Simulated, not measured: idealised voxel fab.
process module | voxel ribs on slabs
Square cells of 5 nm make up the cross-section cut, whose width is 285 nm.
Heads up, the way a cross-section reads in here is a grid of square cells, handed over as bands from the top down, with every band being one or more rows of cells. Within each band entry, the heights of the top and of the bottom of the band appear first, in that order and in nm; the materials of the band then follow from left to right, each with its corresponding width in nm. The designation "all across" on a single material indicates that it fills the band from edge to edge; the designation "air" indicates empty space. Height datum 0, below which the as-received substrate wafer is one material. Lowest band open at the bottom, running downward: "0 down". Graded width ("30..40"): value in top row of band = first number; value in bottom row = second number; row-to-row change constant. When a step is marked "remained unchanged", none of the cells in the cross-section changed during that step. Heads up: "Sealed-off cavities" only lists the empty pockets with no open path to the top that are 8 cells or more, and it writes them as width x height at distance, distance from the left edge, in nm. Post-settings text on a step line: simulator's own remark regarding the step. overlay nm: mask offset rightward from planned place, masked step; negative means leftward offset.
**So here's the lineup of process steps we planned**
1,RECEIVE with material Si
2,DIRECTIONAL_DEP with material SiO2, thk nm 25
3,DIRECTIONAL_DEP with material polySi, thk nm 25
4,PATTERN with tone cover, mask id RIB, material resist, width nm 30, thk nm 20, overlay nm 0
5,DIRECTIONAL_ETCH with etch materials polySi, depth nm 5
6,STRIP with etch materials resist
7,PATTERN with tone cover, mask id SLAB, material resist, width nm 90, thk nm 15, overlay nm 0
8,DIRECTIONAL_ETCH with etch materials polySi, depth nm 20
9,STRIP with etch materials resist
10,FILL_DEP with material SiO2, thk nm 20
11,CMP with height nm 65
12,DIRECTIONAL_DEP with material W, thk nm 10
13,MASKED_ETCH with tone cover, mask id HEATER, width nm 40, etch materials W, depth nm 10, overlay nm 0
14,CONFORMAL_DEP with material SiO2, thk nm 10
**As-received wafer cross-section (after step 1)**
    0 down: Si all across
    Sealed-off cavities: none
**Final cross-section, module run with one mistake (start and plan as above)**
    85 to 75: air: 110; SiO2: 60; air: 115
    75 to 65: SiO2: 120; W: 40; SiO2: 125
    65 to 60: SiO2 all across
    60 to 55: SiO2: 125; polySi: 30; SiO2: 130
    55 to 35: SiO2: 95; polySi: 90; SiO2: 100
    35 to 0: SiO2 all across
    0 down: Si all across
    Sealed-off cavities: none
Error vs. plan: step 2 went in with a setting other than planned; the actual run was DIRECTIONAL_DEP with material SiO2, thk nm 35
